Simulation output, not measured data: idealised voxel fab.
process module | voxel ribs on slabs
cross-section cut | 215 nm wide | cells 5 nm
A cross-section is a grid of square cells, given in bands from the top down. A band is one or more rows of cells.
Each band's line starts with the height of the band's top and of its bottom, in nm. Then come its materials from left to right, each with its width in nm. One material with "throughout" fills the band from edge to edge. "air" is empty space.
Height 0 is the level under which the wafer as received is all one material. The lowest band goes on downwards, as in "0 down".
A width such as "30 to 40" changes by the same amount from each row of cells to the next, from the band's top row to its bottom row.
"no change" after a step means that no cell of the cross-section changed.
closed voids: empty space of 8 cells or more with no open way to the top, each as width x height at its distance from the left edge, in nm
after a step's settings: what the simulator itself notes on the step
overlay nm, on a step with a mask: how far to the right of its planned place the mask lay; to the left if negative
plan
1 op RECEIVE | material Si
2 op DIRECTIONAL_DEP | material SiO2 | thk nm 20
3 op DIRECTIONAL_DEP | material SiN | thk nm 25
4 op MASKED_ETCH | tone cover | mask id RIB | width nm 30 | etch materials SiN | depth nm 10 | overlay nm 0
5 op MASKED_ETCH | tone cover | mask id SLAB | width nm 70 | etch materials SiN | depth nm 15 | overlay nm 0
6 op FILL_DEP | material SiO2 | thk nm 20
7 op CMP | height nm 55
8 op DIRECTIONAL_DEP | material W | thk nm 5
9 op MASKED_ETCH | tone cover | mask id HEATER | width nm 40 | etch materials W | depth nm 5 | overlay nm 0
10 op CONFORMAL_DEP | material SiO2 | thk nm 5
first wafer, as planned
as received, after step 1
  0 down: Si throughout
  closed voids: none
after step 2
  20 to 0: SiO2 throughout
  below 0: unchanged
after step 3
  45 to 20: SiN throughout
  below 20: unchanged
after step 4
  45 to 35: air 90 | SiN 30 | air 95
  below 35: unchanged
after step 5
  45 to 35: air 90 | SiN 30 | air 95
  35 to 20: air 70 | SiN 70 | air 75
  below 20: unchanged
after step 6
  65 to 45: SiO2 throughout
  45 to 35: SiO2 90 | SiN 30 | SiO2 95
  35 to 20: SiO2 70 | SiN 70 | SiO2 75
  below 20: unchanged
after step 7
  55 to 45: SiO2 throughout
  below 45: unchanged
after step 8
  60 to 55: W throughout
  below 55: unchanged
after step 9
  60 to 55: air 85 | W 40 | air 90
  below 55: unchanged
after step 10
  65 to 60: air 80 | SiO2 50 | air 85
  60 to 55: SiO2 85 | W 40 | SiO2 90
  below 55: unchanged
second wafer: like start, like plan, one mistake. Through step 1 it matches the first wafer
when step 2 should have ended
  25 to 0: SiN throughout
  below 0: unchanged
when step 3 should have ended
  45 to 25: SiO2 throughout
  below 25: unchanged
when step 4 should have ended: no change
when step 5 should have ended: no change
when step 6 should have ended
  65 to 25: SiO2 throughout
  below 25: unchanged
when step 7 should have ended
  55 to 25: SiO2 throughout
  below 25: unchanged
when step 8 should have ended
  60 to 55: W throughout
  below 55: unchanged
when step 9 should have ended
  60 to 55: air 85 | W 40 | air 90
  below 55: unchanged
when step 10 should have ended
  65 to 60: air 80 | SiO2 50 | air 85
  60 to 55: SiO2 85 | W 40 | SiO2 90
  below 55: unchanged
what went wrong: steps 2 and 3 were swapped
at the end the second wafer has, in cells: 161 more of SiN | 161 fewer of SiO2
